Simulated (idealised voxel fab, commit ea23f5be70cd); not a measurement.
Presented below is a process module, voxel spacer lines.
Section cut is 200 nm wide and gridded with 5 nm square cells.
A cross-section is written here as square cells arranged in a grid, and it is given in bands from the top down, each band taking up one or more rows of cells. Look at the band entry: it leads with the top's height and the bottom's height in nm. Then it lists the materials left to right, with a width in nm for each. The word "all across" on a single material says that material fills the band edge to edge. The word "empty" is empty space. Heights are measured from 0, the level below which the as-received wafer is all one material; the lowest band has no bottom and continues downward, written as in "z 0 and below". The width entry "30..40" should be interpreted row by row: the top row of cells in the band takes the first number, the bottom row takes the second number, and the change between adjacent rows is uniform throughout. Any step labelled "no change" changed none of the cells in the cross-section. In "Voids, fully enclosed" the enclosed voids are listed, meaning empty spaces of 8 cells or larger without any opening to the top. The form is width x height at distance, distance from the left edge, units nm. Step line, after settings: the simulator's comment on this step. overlay nm: mask right of planned place by this much (step with mask). Neg. = left.
List of planned process steps
1) RECEIVE with material Si
2) CONFORMAL_DEP with material Al2O3, thk nm 5
3) DIRECTIONAL_DEP with material TiN, thk nm 15
4) DIRECTIONAL_DEP with material aC, thk nm 25
5) PATTERN with tone cover, mask id MANDREL, material resist, width nm 20, pitch nm 60, thk nm 35, overlay nm 0
6) DIRECTIONAL_ETCH with etch materials aC, depth nm 25
7) STRIP with etch materials resist
8) CONFORMAL_DEP with material SiO2, thk nm 10
9) DIRECTIONAL_ETCH with etch materials SiO2, depth nm 10
10) STRIP with etch materials aC
11) DIRECTIONAL_ETCH with etch materials TiN, depth nm 15
12) STRIP with etch materials SiO2
13) FILL_DEP with material lowk, thk nm 5
14) CMP with height nm 20
Cross-section of the wafer upon arrival, representing the state reached after step 1
- z 0 and below | Si all across
- Voids, fully enclosed: none
End-of-module cross-section of the first of two wafers, processed as planned
- z 20 to 5 | lowk 50 nm, then TiN 10 nm, then lowk 20 nm, then TiN 10 nm, then lowk 20 nm, then TiN 10 nm, then lowk 20 nm, then TiN 10 nm, then lowk 50 nm
- z 5 to 0 | Al2O3 all across
- z 0 and below | Si all across
- Voids, fully enclosed: none
Presented here is a cross-section of the second of the two wafers as it stood at the end of the module. It was started in the same manner and assigned the same plan as the first wafer; however, one mistake was made in its execution
- z 20 to 15 | lowk all across
- z 15 to 0 | lowk 50 nm, then TiN 10 nm, then lowk 20 nm, then TiN 10 nm, then lowk 20 nm, then TiN 10 nm, then lowk 20 nm, then TiN 10 nm, then lowk 50 nm
- z 0 and below | Si all across
- Voids, fully enclosed: none
What broke from the plan during processing? no execution of plan step 2; skipped
FYI, end of process, the second wafer has more or fewer cells of some materials than the first: Al2O3 -40 | lowk +40
